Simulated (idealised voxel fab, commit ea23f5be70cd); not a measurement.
You're looking at the process module voxel lift off.
FYI the section here is cut, 215 nm wide, cells are 5 nm squares.
In this document a cross-section is written as a grid of square cells. It is given as a series of bands, listed from the top down, and a band is one or more rows of cells. A band entry consists of two parts. The first gives the height of the band's top and the height of its bottom, in nm. The rest lists the band's materials from left to right, each with its width in nm. A single material labelled with the word "all across" fills the band from edge to edge, and the word "blank" marks empty space. Heights are reckoned from 0. Under this level, the received wafer is all of one material. The bottommost band is open-ended downward, for example "0 nm and below". Width spec "30->40" -> top row of cells at first value, bottom row at second value, equal per-row change in between. It should be understood that the words "no modification", when stated for a given step, signify that the cross-section underwent no change in any of its cells during that step. "Closed internal voids" - sealed voids, min. 8 cells, no opening to top; format: width x height at distance (distance from left edge; nm throughout). What comes after the settings on a step's line is commentary from the simulator itself on that step. When a step includes a mask, the "overlay nm" setting on its line states how far to the right of its planned place that mask lay, and negative values state how far to the left.

Steps planned for the process:
1: RECEIVE: material Si
2: CONFORMAL_DEP: material Al2O3, thk nm 5
3: PATTERN: tone open, mask id LINES, material resist, width nm 15, pitch nm 45, thk nm 20, overlay nm 0
4: DIRECTIONAL_DEP: material Ru, thk nm 5
5: STRIP: etch materials resist
6: CONFORMAL_DEP: material SiCN, thk nm 10
The value of thk nm given for step 4 in the plan refers to the first wafer; the wafers vary in this setting and are alike at the start.

The as-received cross-section of the first of several wafers corresponds to the state after step 1:
  0 nm and below: Si all across
  Closed internal voids: none

After the module's final step, step 6: the first of several wafers in cross-section:
  20 nm to 15 nm: blank 45 nm; SiCN 35 nm; blank 10 nm; SiCN 35 nm; blank 10 nm; SiCN 35 nm; blank 45 nm
  15 nm to 10 nm: SiCN all across
  10 nm to 5 nm: SiCN 55 nm; Ru 15 nm; SiCN 30 nm; Ru 15 nm; SiCN 30 nm; Ru 15 nm; SiCN 55 nm
  5 nm to 0 nm: Al2O3 all across
  0 nm and below: Si all across
  Closed internal voids: none

Wafer cross-section (last wafer, module end):
  30 nm to 20 nm: blank 45 nm; SiCN 35 nm; blank 10 nm; SiCN 35 nm; blank 10 nm; SiCN 35 nm; blank 45 nm
  20 nm to 15 nm: blank 45 nm; SiCN 10 nm; Ru 15 nm; SiCN 10 nm; blank 10 nm; SiCN 10 nm; Ru 15 nm; SiCN 10 nm; blank 10 nm; SiCN 10 nm; Ru 15 nm; SiCN 10 nm; blank 45 nm
  15 nm to 5 nm: SiCN 55 nm; Ru 15 nm; SiCN 30 nm; Ru 15 nm; SiCN 30 nm; Ru 15 nm; SiCN 55 nm
  5 nm to 0 nm: Al2O3 all across
  0 nm and below: Si all across
  Closed internal voids: none

Take any row and you have a wafer at the end of the module: how many cells of each material it has gained (+) or lost (-) since it was received, and then its closed voids:
thk nm 5 | +43 Al2O3 | +9 Ru | +98 SiCN | Closed internal voids: none
thk nm 10 | +43 Al2O3 | +18 Ru | +110 SiCN | Closed internal voids: none
thk nm 15 | +43 Al2O3 | +27 Ru | +122 SiCN | Closed internal voids: none
